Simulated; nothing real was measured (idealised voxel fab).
Presented below is a process module, voxel trench capacitor.
Square cells of 5 nm make up the cross-section cut, whose width is 245 nm.
Cross-section, as written here: a square-cell grid given band by band from the top down, where a band holds one or more rows of cells.
First you get the band's top height and its bottom height, in nm, and then the materials it's made of, left to right, with each width in nm. If you see a single material with "full width", that one covers the band edge to edge. "blank" is empty space.
All heights in this document are referenced to 0, defined as the level beneath which the wafer, as received, consists entirely of one material. The lowest band is not bounded below; it extends indefinitely downward and is written in the form "from 0 down".
Note: "30..40" means the width goes from the first number (top row of the band) to the second number (bottom row) in equal steps per row of cells.
Given "nothing changed" for a step, no cell of the cross-section differs between before and after that step.
Empty spaces counting at least 8 cells and having no open way to the top are listed in "Closed void list". The notation width x height at distance is used for each, the distance being from the left edge and all three values in nm.
Read whatever lies past the settings on a step's line as the simulator's own remark about the step.
If you see "overlay nm" on a step's line and that step has a mask, it's telling you how far right of where it was planned the mask ended up; a negative number means it went left instead.
[The following list gives the planned process steps]
1. RECEIVE with material Si
2. CONFORMAL_DEP with material SiN, thk nm 10
3. MASKED_ETCH with tone open, mask id TRENCH, width nm 15, pitch nm 30, etch materials SiN, depth nm 10, overlay nm 0
4. MASKED_ETCH with tone open, mask id TRENCH, width nm 15, pitch nm 30, etch materials Si, depth nm 30, overlay nm 0
5. CONFORMAL_DEP with material Al2O3, thk nm 5
6. FILL_DEP with material polySi, thk nm 5
7. CMP with height nm 10
[The cross-section here shows the wafer as received, i.e. in its state after step 1]
  from 0 down  Si full width
  Closed void list: none
[Cross-section at module end, one run error; start and plan unchanged from above]
  from 10 to 5  polySi full width
  from 5 to 0  Al2O3=75 / polySi=5 / Al2O3=25 / polySi=5 / Al2O3=25 / polySi=5 / Al2O3=25 / polySi=5 / Al2O3=75
  from 0 to -25  Si=70 / Al2O3=5 / polySi=5 / Al2O3=5 / Si=15 / Al2O3=5 / polySi=5 / Al2O3=5 / Si=15 / Al2O3=5 / polySi=5 / Al2O3=5 / Si=15 / Al2O3=5 / polySi=5 / Al2O3=5 / Si=70
  from -25 to -30  Si=70 / Al2O3=15 / Si=15 / Al2O3=15 / Si=15 / Al2O3=15 / Si=15 / Al2O3=15 / Si=70
  from -30 down  Si full width
  Closed void list: none
The mistake made against the process plan was this: step 2 of the plan was omitted and not executed
